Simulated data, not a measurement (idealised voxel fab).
Proc. module: voxel tone inversion
We display cut, a cross-section 210 nm in width whose square cells are each 5 nm.
Cross-section spec: square-cell grid; bands listed top down; each band is one or more rows. First you get the band's top height and its bottom height, in nm, and then the materials it's made of, left to right, with each width in nm. If you see a single material with "everywhere", that one covers the band edge to edge. "blank" is empty space. We count height from 0. Below that, the starting wafer is all one material. The lowest band never ends at the bottom but goes on down; see "z 0 and below" for how that is written. The notation "30 to 40" denotes a width that varies across the rows of cells in the band, beginning at the first number in the top row, finishing at the second number in the bottom row, and changing by an identical amount from each row to the next. For the purposes of this document, the phrase "nothing got changed" attached to a step denotes that no cell within the cross-section was modified by that step. The entry "Enclosed internal voids" lists the empty spaces that cover at least 8 cells and have no open path to the top. Each is written as width x height at distance, where the distance is measured from the left edge and all three values are in nm. Formally, on a step line, whatever follows the settings is a remark that the simulator itself makes on the step. overlay nm: mask right of planned place by this much (step with mask). Neg. = left.

This section lists the process steps that were planned:
1) RECEIVE | material Si
2) CONFORMAL_DEP | material SiN | thk nm 10
3) DIRECTIONAL_DEP | material polySi | thk nm 20
4) PATTERN | tone cover | mask id POSTS | material resist | width nm 15 | pitch nm 35 | thk nm 30 | overlay nm 0
5) DIRECTIONAL_ETCH | etch materials polySi | depth nm 20
6) STRIP | etch materials resist
7) FILL_DEP | material SiO2 | thk nm 5
8) CMP | height nm 30
9) STRIP | etch materials polySi

Concerning the first of two wafers, which was run in accordance with the plan:

Wafer cross-section on receipt, i.e. after step 1:
  z 0 and below | Si everywhere
  Enclosed internal voids: none

Wafer after step 2 (cross-section):
  z 10 to 0 | SiN everywhere
  Below 0, the layers are the same as they were.

Wafer after step 3 (cross-section):
  z 30 to 10 | polySi everywhere
  Below 10, the layers are the same as they were.

Wafer after step 4 (cross-section):
  z 60 to 30 | blank (60), resist (15), blank (20), resist (15), blank (20), resist (15), blank (65)
  Below 30, the layers are the same as they were.

Wafer after step 5 (cross-section):
  z 60 to 30 | blank (60), resist (15), blank (20), resist (15), blank (20), resist (15), blank (65)
  z 30 to 10 | blank (60), polySi (15), blank (20), polySi (15), blank (20), polySi (15), blank (65)
  Below 10, the layers are the same as they were.

Wafer after step 6 (cross-section):
  z 30 to 10 | blank (60), polySi (15), blank (20), polySi (15), blank (20), polySi (15), blank (65)
  Below 10, the layers are the same as they were.

Wafer after step 7 (cross-section):
  z 35 to 30 | SiO2 everywhere
  z 30 to 10 | SiO2 (60), polySi (15), SiO2 (20), polySi (15), SiO2 (20), polySi (15), SiO2 (65)
  Below 10, the layers are the same as they were.

Wafer after step 8 (cross-section):
  z 30 to 10 | SiO2 (60), polySi (15), SiO2 (20), polySi (15), SiO2 (20), polySi (15), SiO2 (65)
  Below 10, the layers are the same as they were.

Wafer after step 9 (cross-section):
  z 30 to 10 | SiO2 (60), blank (15), SiO2 (20), blank (15), SiO2 (20), blank (15), SiO2 (65)
  Below 10, the layers are the same as they were.

Now the other wafer: same start, same recipe, but we messed up one thing when running it. Up to and including step 1 it's the same as the first one:

When step 2 should have ended:
  z 20 to 0 | polySi everywhere
  Below 0, the layers are the same as they were.

When step 3 should have ended:
  z 30 to 20 | SiN everywhere
  Below 20, the layers are the same as they were.

When step 4 should have ended:
  z 60 to 30 | blank (60), resist (15), blank (20), resist (15), blank (20), resist (15), blank (65)
  Below 30, the layers are the same as they were.

when step 5 should have ended: nothing got changed

When step 6 should have ended:
  z 30 to 20 | SiN everywhere
  Below 20, the layers are the same as they were.

When step 7 should have ended:
  z 35 to 30 | SiO2 everywhere
  Below 30, the layers are the same as they were.

When step 8 should have ended:
  z 30 to 20 | SiN everywhere
  Below 20, the layers are the same as they were.

when step 9 should have ended: nothing got changed
Diagnosis: plan vs actual: 2 and 3 interchanged
FYI, end of process, the second wafer has more or fewer cells of some materials than the first: SiO2: 132 fewer, polySi: 168 more
